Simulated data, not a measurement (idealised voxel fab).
process module | voxel released beams
cross-section cut | 210 nm wide | cells 5 nm
A cross-section is a grid of square cells, given in bands from the top down. A band is one or more rows of cells.
Each band's line starts with the height of the band's top and of its bottom, in nm. Then come its materials from left to right, each with its width in nm. One material with "throughout" fills the band from edge to edge. "air" is empty space.
Height 0 is the level under which the wafer as received is all one material. The lowest band goes on downwards, as in "0 down".
A width such as "30 to 40" changes by the same amount from each row of cells to the next, from the band's top row to its bottom row.
"no change" after a step means that no cell of the cross-section changed.
closed voids: empty space of 8 cells or more with no open way to the top, each as width x height at its distance from the left edge, in nm
after a step's settings: what the simulator itself notes on the step
overlay nm, on a step with a mask: how far to the right of its planned place the mask lay; to the left if negative
plan
1 op RECEIVE | material Si
2 op CONFORMAL_DEP | material Al2O3 | thk nm 5
3 op DIRECTIONAL_DEP | material SiO2 | thk nm 20
4 op MASKED_ETCH | tone open | mask id ANCHOR | width nm 40 | etch materials SiO2 | depth nm 20 | overlay nm 0
5 op CONFORMAL_DEP | material W | thk nm 15
6 op PATTERN | tone cover | mask id BEAM | material resist | width nm 105 | thk nm 15 | overlay nm 0
7 op DIRECTIONAL_ETCH | etch materials W | depth nm 15
8 op STRIP | etch materials resist
9 op STRIP | etch materials SiO2
as received, after step 1
  0 down: Si throughout
  closed voids: none
a wafer at the end: this start, this plan, one mistake
  55 to 40: air 50 | W 105 | air 55
  40 to 25: W throughout
  25 to 5: SiO2 55 | W 40 | SiO2 115
  5 to 0: Al2O3 throughout
  0 down: Si throughout
  closed voids: none
what went wrong: step 5 was run twice
